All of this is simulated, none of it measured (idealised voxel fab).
The following process module bears the name voxel double patterning.
cross-section cut | 250 nm wide | cells 5 nm
A cross-section is written here as square cells arranged in a grid, and it is given in bands from the top down, each band taking up one or more rows of cells. Heads up on the band format: heights come first, top then bottom, in nm. After that it's the materials left to right, each with its width in nm. A single material flagged "throughout" fills the whole band edge to edge, and "air" means there's empty space there. Basically, 0 is our baseline, since under it the wafer straight out of the box is all one material. The bottom band has no lower end and keeps on going down, so it looks like "0 down". Width "30 to 40": first value at the band's top row of cells, second value at its bottom row, equal change from row to row. Basically "no alterations made" means that step didn't change any cell in the cross-section. Entry "Voids, sealed" = empty spaces >= 8 cells with no open way to the top; each as width x height at distance, distance from left edge, all nm. It should be noted that, on the line of a given step, the content following the step's settings is a remark produced by the simulator itself with respect to that step. Each step line may optionally specify "overlay nm", which for a step with a mask gives the rightward distance between the mask's planned place and where it lay, a negative value indicating the leftward direction.
plan:
1. RECEIVE, material Si
2. CONFORMAL_DEP, material SiN, thk nm 10
3. DIRECTIONAL_DEP, material SiO2, thk nm 20
4. DIRECTIONAL_DEP, material SiCN, thk nm 10
5. MASKED_ETCH, tone open, mask id FIRST, width nm 15, pitch nm 50, etch materials SiCN, depth nm 10, overlay nm 0
6. DIRECTIONAL_DEP, material aC, thk nm 10
7. PATTERN, tone open, mask id SECOND, material resist, width nm 15, pitch nm 50, thk nm 30, overlay nm 0
8. DIRECTIONAL_ETCH, etch materials aC, depth nm 10
9. STRIP, etch materials resist
10. DIRECTIONAL_ETCH, etch materials SiCN, depth nm 10
11. STRIP, etch materials aC
12. DIRECTIONAL_ETCH, etch materials SiO2, depth nm 20
13. STRIP, etch materials SiCN
First of the two wafers, run per plan:
Delivered wafer in cross-section: state after step 1:
  0 down  Si throughout
  Voids, sealed: none
Wafer section view after processing step 2:
  10 to 0  SiN throughout
  Nothing below the height 0 has changed.
Wafer section view after processing step 3:
  30 to 10  SiO2 throughout
  Nothing below the height 10 has changed.
Wafer section view after processing step 4:
  40 to 30  SiCN throughout
  Nothing below the height 30 has changed.
Wafer section view after processing step 5:
  40 to 30  SiCN=65 / air=15 / SiCN=35 / air=15 / SiCN=35 / air=15 / SiCN=70
  Nothing below the height 30 has changed.
Wafer section view after processing step 6:
  50 to 40  aC=65 / air=15 / aC=35 / air=15 / aC=35 / air=15 / aC=70
  40 to 30  SiCN=65 / aC=15 / SiCN=35 / aC=15 / SiCN=35 / aC=15 / SiCN=70
  Nothing below the height 30 has changed.
Wafer section view after processing step 7:
  80 to 50  resist=90 / air=15 / resist=35 / air=15 / resist=95
  50 to 40  aC=65 / resist=15 / aC=35 / resist=15 / aC=35 / resist=15 / aC=70
  Nothing below the height 40 has changed.
Wafer section view after processing step 8:
  70 to 50  resist=90 / air=15 / resist=35 / air=15 / resist=95
  50 to 40  aC=65 / resist=15 / aC=10 / air=15 / aC=10 / resist=15 / aC=10 / air=15 / aC=10 / resist=15 / aC=70
  Nothing below the height 40 has changed.
Wafer section view after processing step 9:
  50 to 40  aC=65 / air=15 / aC=10 / air=15 / aC=10 / air=15 / aC=10 / air=15 / aC=10 / air=15 / aC=70
  Nothing below the height 40 has changed.
Wafer section view after processing step 10:
  50 to 40  aC=65 / air=15 / aC=10 / air=15 / aC=10 / air=15 / aC=10 / air=15 / aC=10 / air=15 / aC=70
  40 to 30  SiCN=65 / aC=15 / SiCN=10 / air=15 / SiCN=10 / aC=15 / SiCN=10 / air=15 / SiCN=10 / aC=15 / SiCN=70
  Nothing below the height 30 has changed.
Wafer section view after processing step 11:
  40 to 30  SiCN=65 / air=15 / SiCN=10 / air=15 / SiCN=10 / air=15 / SiCN=10 / air=15 / SiCN=10 / air=15 / SiCN=70
  Nothing below the height 30 has changed.
Wafer section view after processing step 12:
  40 to 30  SiCN=65 / air=15 / SiCN=10 / air=15 / SiCN=10 / air=15 / SiCN=10 / air=15 / SiCN=10 / air=15 / SiCN=70
  30 to 10  SiO2=65 / air=15 / SiO2=10 / air=15 / SiO2=10 / air=15 / SiO2=10 / air=15 / SiO2=10 / air=15 / SiO2=70
  Nothing below the height 10 has changed.
Wafer section view after processing step 13:
  30 to 10  SiO2=65 / air=15 / SiO2=10 / air=15 / SiO2=10 / air=15 / SiO2=10 / air=15 / SiO2=10 / air=15 / SiO2=70
  Nothing below the height 10 has changed.
Regarding the second of the two wafers: it shared the first wafer's starting condition and process plan, yet one error occurred during its execution. Its history coincides with that of the first wafer up to and including step 4:
Here is the second wafer in cross-section at the point where step 5 of the plan should have been done:
  40 to 30  SiCN=55 / air=15 / SiCN=35 / air=15 / SiCN=35 / air=15 / SiCN=80
  Nothing below the height 30 has changed.
Here is the second wafer in cross-section at the point where step 6 of the plan should have been done:
  50 to 40  aC=55 / air=15 / aC=35 / air=15 / aC=35 / air=15 / aC=80
  40 to 30  SiCN=55 / aC=15 / SiCN=35 / aC=15 / SiCN=35 / aC=15 / SiCN=80
  Nothing below the height 30 has changed.
Here is the second wafer in cross-section at the point where step 7 of the plan should have been done:
  80 to 50  resist=90 / air=15 / resist=35 / air=15 / resist=95
  50 to 40  aC=55 / resist=15 / aC=35 / resist=15 / aC=35 / resist=15 / aC=80
  Nothing below the height 40 has changed.
Here is the second wafer in cross-section at the point where step 8 of the plan should have been done:
  70 to 50  resist=90 / air=15 / resist=35 / air=15 / resist=95
  50 to 40  aC=55 / resist=15 / aC=20 / air=15 / resist=15 / aC=20 / air=15 / resist=15 / aC=80
  Nothing below the height 40 has changed.
Here is the second wafer in cross-section at the point where step 9 of the plan should have been done:
  50 to 40  aC=55 / air=15 / aC=20 / air=30 / aC=20 / air=30 / aC=80
  Nothing below the height 40 has changed.
Here is the second wafer in cross-section at the point where step 10 of the plan should have been done:
  50 to 40  aC=55 / air=15 / aC=20 / air=30 / aC=20 / air=30 / aC=80
  40 to 30  SiCN=55 / aC=15 / SiCN=20 / air=15 / aC=15 / SiCN=20 / air=15 / aC=15 / SiCN=80
  Nothing below the height 30 has changed.
Here is the second wafer in cross-section at the point where step 11 of the plan should have been done:
  40 to 30  SiCN=55 / air=15 / SiCN=20 / air=30 / SiCN=20 / air=30 / SiCN=80
  Nothing below the height 30 has changed.
Here is the second wafer in cross-section at the point where step 12 of the plan should have been done:
  40 to 30  SiCN=55 / air=15 / SiCN=20 / air=30 / SiCN=20 / air=30 / SiCN=80
  30 to 10  SiO2=55 / air=15 / SiO2=20 / air=30 / SiO2=20 / air=30 / SiO2=80
  Nothing below the height 10 has changed.
Here is the second wafer in cross-section at the point where step 13 of the plan should have been done:
  30 to 10  SiO2=55 / air=15 / SiO2=20 / air=30 / SiO2=20 / air=30 / SiO2=80
  Nothing below the height 10 has changed.
Processing error: step 5 changed vs plan, executed as MASKED_ETCH, tone open, mask id FIRST, width nm 15, pitch nm 50, etch materials SiCN, depth nm 10, overlay nm -10
At the end, each material covers as many cells on the second wafer as it does on the first, though the cells it covers are elsewhere.
